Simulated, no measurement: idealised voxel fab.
Documented hereafter: the process module known as voxel spacer lines.
Cross-section cut: width 220 nm, square cells of 5 nm.
Cross-sections here: square-cell grids, written as top-down lists of bands, a band being one or more rows of cells.
The entry gives the band's vertical extent as a top height and a bottom height in nm, then its horizontal make-up as materials from left to right, each with a width in nm. "empty" stands for empty space; a single material marked "everywhere" fills the band edge to edge.
It should be noted that heights are counted from 0, beneath which the wafer as supplied is of one material throughout, and that the lowest band possesses no lower boundary but continues downward, as written in "z 0 and below".
Graded width ("30->40"): value in top row of band = first number; value in bottom row = second number; row-to-row change constant.
"changes: none" means the step left every cell of the cross-section as it was.
Look at "Voids, enclosed" for the closed voids: empty spaces with no open path to the top, sized 8 cells or up. Each is width x height at distance, distance from the left edge, all nm.
Note: text after step settings on the step line = simulator remark on that step.
The setting "overlay nm" may be written on the line of a step. When the step uses a mask, the value reports how far to the right of the planned place the mask lay, and a negative value reports that it lay to the left.

**Process steps (planned)**
- 1: RECEIVE,material Si
- 2: CONFORMAL_DEP,material Al2O3,thk nm 10
- 3: DIRECTIONAL_DEP,material TiN,thk nm 15
- 4: DIRECTIONAL_DEP,material aC,thk nm 30
- 5: PATTERN,tone cover,mask id MANDREL,material resist,width nm 25,pitch nm 80,thk nm 40,overlay nm 0
- 6: DIRECTIONAL_ETCH,etch materials aC,depth nm 30
- 7: STRIP,etch materials resist
- 8: CONFORMAL_DEP,material SiN,thk nm 15
- 9: DIRECTIONAL_ETCH,etch materials SiN,depth nm 15
- 10: STRIP,etch materials aC
- 11: DIRECTIONAL_ETCH,etch materials TiN,depth nm 15
- 12: STRIP,etch materials SiN
- 13: FILL_DEP,material SiO2,thk nm 10
- 14: CMP,height nm 25

**Delivered wafer in cross-section: state after step 1**
> z 0 and below | Si everywhere
> Voids, enclosed: none

**Cross-sectional view of the first of the two wafers upon completion of the module, processed in accordance with the plan**
> z 25 to 10 | TiN=15, SiO2=25, TiN=15, SiO2=25, TiN=15, SiO2=25, TiN=15, SiO2=25, TiN=15, SiO2=25, TiN=15, SiO2=5
> z 10 to 0 | Al2O3 everywhere
> z 0 and below | Si everywhere
> Voids, enclosed: none

**Second of two wafers, module complete, sectioned: it shares the first wafer's start and plan but was run with one mistake**
> z 25 to 10 | SiO2 everywhere
> z 10 to 0 | Al2O3 everywhere
> z 0 and below | Si everywhere
> Voids, enclosed: none
Deviation noted in wafer processing: step 3 off recipe, ran as DIRECTIONAL_DEP,material SiO2,thk nm 15
Once processing is complete, comparing cell counts shows that the second wafer has more or fewer of certain materials than the first: SiO2 +54 | TiN -54
